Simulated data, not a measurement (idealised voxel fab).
process module | voxel plated lines
cross-section cut | 215 nm wide | cells 5 nm
A cross-section is a grid of square cells, given in bands from the top down. A band is one or more rows of cells.
Each band's line starts with the height of the band's top and of its bottom, in nm. Then come its materials from left to right, each with its width in nm. One material with "throughout" fills the band from edge to edge. "air" is empty space.
Height 0 is the level under which the wafer as received is all one material. The lowest band goes on downwards, as in "0 down".
A width such as "30 to 40" changes by the same amount from each row of cells to the next, from the band's top row to its bottom row.
"no change" after a step means that no cell of the cross-section changed.
closed voids: empty space of 8 cells or more with no open way to the top, each as width x height at its distance from the left edge, in nm
after a step's settings: what the simulator itself notes on the step
overlay nm, on a step with a mask: how far to the right of its planned place the mask lay; to the left if negative
plan
1 op RECEIVE | material Si
2 op CONFORMAL_DEP | material SiN | thk nm 15
3 op DIRECTIONAL_DEP | material TiN | thk nm 5
4 op PATTERN | tone open | mask id LINES | material resist | width nm 25 | pitch nm 55 | thk nm 30 | overlay nm 0
5 op EPI | material Ru | thk nm 5
6 op EPI | material Ru | thk nm 5
7 op STRIP | etch materials resist
8 op DIRECTIONAL_ETCH | etch materials TiN | depth nm 5
9 op CONFORMAL_DEP | material SiO2 | thk nm 5
as received, after step 1
  0 down: Si throughout
  closed voids: none
first wafer at the end, as planned
  35 to 30: air 35 | SiO2 35 | air 20 | SiO2 35 | air 20 | SiO2 35 | air 35
  30 to 20: air 35 | SiO2 5 | Ru 25 | SiO2 5 | air 20 | SiO2 5 | Ru 25 | SiO2 5 | air 20 | SiO2 5 | Ru 25 | SiO2 5 | air 35
  20 to 15: SiO2 40 | TiN 25 | SiO2 30 | TiN 25 | SiO2 30 | TiN 25 | SiO2 40
  15 to 0: SiN throughout
  0 down: Si throughout
  closed voids: none
second wafer at the end: like start, like plan, one mistake
  25 to 20: SiO2 throughout
  20 to 5: SiN throughout
  5 to 0: TiN throughout
  0 down: Si throughout
  closed voids: none
what went wrong: steps 2 and 3 were swapped
at the end the second wafer has, in cells: 30 fewer of Ru | 18 fewer of SiO2 | 28 more of TiN
